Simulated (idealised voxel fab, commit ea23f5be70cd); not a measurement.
process module | voxel wiring stack
cross-section cut | 270 nm wide | cells 5 nm
A cross-section is a grid of square cells, given in bands from the top down. A band is one or more rows of cells.
Each band's line starts with the height of the band's top and of its bottom, in nm. Then come its materials from left to right, each with its width in nm. One material with "throughout" fills the band from edge to edge. "air" is empty space.
Height 0 is the level under which the wafer as received is all one material. The lowest band goes on downwards, as in "0 down".
A width such as "30 to 40" changes by the same amount from each row of cells to the next, from the band's top row to its bottom row.
"no change" after a step means that no cell of the cross-section changed.
closed voids: empty space of 8 cells or more with no open way to the top, each as width x height at its distance from the left edge, in nm
after a step's settings: what the simulator itself notes on the step
overlay nm, on a step with a mask: how far to the right of its planned place the mask lay; to the left if negative
plan
1 op RECEIVE | material Si
2 op CONFORMAL_DEP | material SiO2 | thk nm 10
3 op DIRECTIONAL_DEP | material TiN | thk nm 5
4 op DIRECTIONAL_DEP | material W | thk nm 25
5 op DIRECTIONAL_DEP | material aC | thk nm 15
6 op PATTERN | tone cover | mask id METAL_1 | material resist | width nm 25 | pitch nm 45 | thk nm 30 | overlay nm 0
7 op DIRECTIONAL_ETCH | etch materials aC | depth nm 15
8 op STRIP | etch materials resist
9 op DIRECTIONAL_ETCH | etch materials W | depth nm 25
10 op DIRECTIONAL_ETCH | etch materials TiN | depth nm 5
11 op STRIP | etch materials aC
12 op FILL_DEP | material lowk | thk nm 10
13 op CMP | height nm 40
14 op CONFORMAL_DEP | material SiCN | thk nm 5
15 op DIRECTIONAL_DEP | material SiO2 | thk nm 10
16 op DIRECTIONAL_DEP | material aC | thk nm 10
17 op PATTERN | tone open | mask id PLUG_1 | material resist | width nm 15 | thk nm 25 | overlay nm 0
18 op DIRECTIONAL_ETCH | etch materials aC | depth nm 10
19 op STRIP | etch materials resist
20 op DIRECTIONAL_ETCH | etch materials SiO2 | depth nm 10
21 op DIRECTIONAL_ETCH | etch materials SiCN | depth nm 5
22 op STRIP | etch materials aC
23 op EPI | material Ru | thk nm 10
24 op EPI | material Ru | thk nm 5
25 op CONFORMAL_DEP | material SiN | thk nm 5
26 op DIRECTIONAL_DEP | material lowk | thk nm 25
27 op DIRECTIONAL_DEP | material aC | thk nm 15
28 op PATTERN | tone open | mask id METAL_2 | material resist | width nm 15 | pitch nm 45 | thk nm 30 | overlay nm 0
29 op DIRECTIONAL_ETCH | etch materials aC | depth nm 15
30 op STRIP | etch materials resist
31 op DIRECTIONAL_ETCH | etch materials lowk | depth nm 25
32 op DIRECTIONAL_ETCH | etch materials SiN | depth nm 5
33 op STRIP | etch materials aC
34 op CONFORMAL_DEP | material TiN | thk nm 5
35 op FILL_DEP | material Ru | thk nm 5
36 op CMP | height nm 85
37 op CONFORMAL_DEP | material SiN | thk nm 5
varied across the wafers: width nm of step 28. The plan shows the first wafer's value. All wafers start alike
first wafer as received, after step 1
  0 down: Si throughout
  closed voids: none
each wafer at the end: cells of each material gained (+) or lost (-) since it was received, then its closed voids
width nm 15 | +19 Ru | +51 SiCN | +102 SiN | +210 SiO2 | +36 TiN | +50 W | +504 lowk | closed voids: none
width nm 20 | +29 Ru | +51 SiCN | +100 SiN | +210 SiO2 | +38 TiN | +50 W | +494 lowk | closed voids: none
width nm 25 | +39 Ru | +51 SiCN | +98 SiN | +210 SiO2 | +40 TiN | +50 W | +484 lowk | closed voids: none
width nm 30 | +49 Ru | +51 SiCN | +96 SiN | +210 SiO2 | +42 TiN | +50 W | +474 lowk | closed voids: none
